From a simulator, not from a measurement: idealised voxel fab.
process module | voxel wiring stack
cross-section cut | 215 nm wide | cells 5 nm
A cross-section is a grid of square cells, given in bands from the top down. A band is one or more rows of cells.
Each band's line starts with the height of the band's top and of its bottom, in nm. Then come its materials from left to right, each with its width in nm. One material with "throughout" fills the band from edge to edge. "air" is empty space.
Height 0 is the level under which the wafer as received is all one material. The lowest band goes on downwards, as in "0 down".
A width such as "30 to 40" changes by the same amount from each row of cells to the next, from the band's top row to its bottom row.
"no change" after a step means that no cell of the cross-section changed.
closed voids: empty space of 8 cells or more with no open way to the top, each as width x height at its distance from the left edge, in nm
after a step's settings: what the simulator itself notes on the step
overlay nm, on a step with a mask: how far to the right of its planned place the mask lay; to the left if negative
plan
1 op RECEIVE | material Si
2 op CONFORMAL_DEP | material SiO2 | thk nm 15
3 op DIRECTIONAL_DEP | material TiN | thk nm 5
4 op DIRECTIONAL_DEP | material Ru | thk nm 20
5 op DIRECTIONAL_DEP | material aC | thk nm 10
6 op PATTERN | tone cover | mask id METAL_1 | material resist | width nm 25 | pitch nm 50 | thk nm 30 | overlay nm 0
7 op DIRECTIONAL_ETCH | etch materials aC | depth nm 10
8 op STRIP | etch materials resist
9 op DIRECTIONAL_ETCH | etch materials Ru | depth nm 20
10 op DIRECTIONAL_ETCH | etch materials TiN | depth nm 5
11 op STRIP | etch materials aC
12 op FILL_DEP | material SiO2 | thk nm 10
13 op CMP | height nm 40
14 op CONFORMAL_DEP | material SiCN | thk nm 5
15 op DIRECTIONAL_DEP | material SiO2 | thk nm 20
16 op MASKED_ETCH | tone open | mask id PLUG_1 | width nm 15 | pitch nm 50 | etch materials SiO2 | depth nm 20 | overlay nm 0
17 op MASKED_ETCH | tone open | mask id PLUG_1 | width nm 15 | pitch nm 50 | etch materials SiCN | depth nm 5 | overlay nm 0
18 op EPI | material Ru | thk nm 10
19 op EPI | material Ru | thk nm 10
20 op EPI | material Ru | thk nm 5
21 op DIRECTIONAL_DEP | material TiN | thk nm 5
22 op DIRECTIONAL_DEP | material Ru | thk nm 15
23 op DIRECTIONAL_DEP | material aC | thk nm 10
24 op PATTERN | tone cover | mask id METAL_2 | material resist | width nm 25 | pitch nm 50 | thk nm 30 | overlay nm 0
25 op DIRECTIONAL_ETCH | etch materials aC | depth nm 10
26 op STRIP | etch materials resist
27 op DIRECTIONAL_ETCH | etch materials Ru | depth nm 15
28 op DIRECTIONAL_ETCH | etch materials TiN | depth nm 5
29 op STRIP | etch materials aC
30 op FILL_DEP | material SiO2 | thk nm 5
31 op CMP | height nm 85
32 op CONFORMAL_DEP | material SiCN | thk nm 5
33 op DIRECTIONAL_DEP | material lowk | thk nm 10
34 op MASKED_ETCH | tone open | mask id PLUG_2 | width nm 15 | pitch nm 50 | etch materials lowk | depth nm 10 | overlay nm 0
35 op MASKED_ETCH | tone open | mask id PLUG_2 | width nm 15 | pitch nm 50 | etch materials SiCN | depth nm 5 | overlay nm 0
36 op CONFORMAL_DEP | material TiN | thk nm 5
37 op FILL_DEP | material W | thk nm 5
38 op CMP | height nm 100
39 op CONFORMAL_DEP | material SiN | thk nm 5
40 op DIRECTIONAL_DEP | material SiO2 | thk nm 25
41 op PATTERN | tone open | mask id METAL_3 | material resist | width nm 25 | pitch nm 50 | thk nm 20 | overlay nm 0
42 op DIRECTIONAL_ETCH | etch materials SiO2 | depth nm 25
43 op DIRECTIONAL_ETCH | etch materials SiN | depth nm 5
44 op STRIP | etch materials resist
45 op CONFORMAL_DEP | material TiN | thk nm 5
46 op FILL_DEP | material Cu | thk nm 5
47 op CMP | height nm 130
48 op CONFORMAL_DEP | material SiCN | thk nm 5
49 op DIRECTIONAL_DEP | material SiO2 | thk nm 20
50 op MASKED_ETCH | tone open | mask id PLUG_3 | width nm 15 | etch materials SiO2 | depth nm 20 | overlay nm 0
51 op MASKED_ETCH | tone open | mask id PLUG_3 | width nm 15 | etch materials SiCN | depth nm 5 | overlay nm 0
52 op EPI | material Ru | thk nm 10
53 op EPI | material Ru | thk nm 10
54 op EPI | material Ru | thk nm 5
55 op CONFORMAL_DEP | material SiCN | thk nm 5
56 op DIRECTIONAL_DEP | material lowk | thk nm 25
57 op MASKED_ETCH | tone open | mask id METAL_4 | width nm 25 | pitch nm 50 | etch materials lowk | depth nm 25 | overlay nm 0
58 op MASKED_ETCH | tone open | mask id METAL_4 | width nm 25 | pitch nm 50 | etch materials SiCN | depth nm 5 | overlay nm 0
59 op CONFORMAL_DEP | material TiN | thk nm 5
60 op FILL_DEP | material Cu | thk nm 10
61 op CMP | height nm 185
62 op CONFORMAL_DEP | material SiN | thk nm 5
as received, after step 1
  0 down: Si throughout
  closed voids: none
a wafer at the end: this start, this plan, one mistake
  190 to 185: SiN throughout
  185 to 160: lowk 70 | TiN 5 | Cu 15 | TiN 5 | lowk 25 | TiN 5 | Cu 15 | TiN 5 | lowk 70
  160 to 155: SiCN 70 | TiN 25 | SiCN 25 | TiN 25 | SiCN 70
  155 to 135: SiO2 70 | Ru 15 | SiO2 130
  135 to 130: SiCN 70 | Ru 15 | SiCN 130
  130 to 105: SiO2 80 | TiN 5 | Cu 15 | TiN 5 | SiO2 25 | TiN 5 | Cu 15 | TiN 5 | SiO2 60
  105 to 100: SiN 80 | TiN 25 | SiN 25 | TiN 25 | SiN 60
  100 to 90: lowk 70 | TiN 5 | W 5 | TiN 5 | lowk 35 | TiN 5 | W 5 | TiN 5 | lowk 80
  90 to 85: SiCN 70 | TiN 15 | SiCN 35 | TiN 15 | SiCN 80
  85 to 70: SiO2 70 | Ru 25 | SiO2 25 | Ru 25 | SiO2 70
  70 to 65: SiO2 70 | TiN 25 | SiO2 25 | TiN 25 | SiO2 70
  65 to 45: SiO2 70 | Ru 15 | SiO2 35 | Ru 15 | SiO2 80
  45 to 40: SiCN 70 | Ru 15 | SiCN 35 | Ru 15 | SiCN 80
  40 to 20: SiO2 70 | Ru 25 | SiO2 25 | Ru 25 | SiO2 70
  20 to 15: SiO2 70 | TiN 25 | SiO2 25 | TiN 25 | SiO2 70
  15 to 0: SiO2 throughout
  0 down: Si throughout
  closed voids: none
what went wrong: step 41 ran as: op PATTERN | tone open | mask id METAL_3 | material resist | width nm 25 | pitch nm 50 | thk nm 20 | overlay nm 10
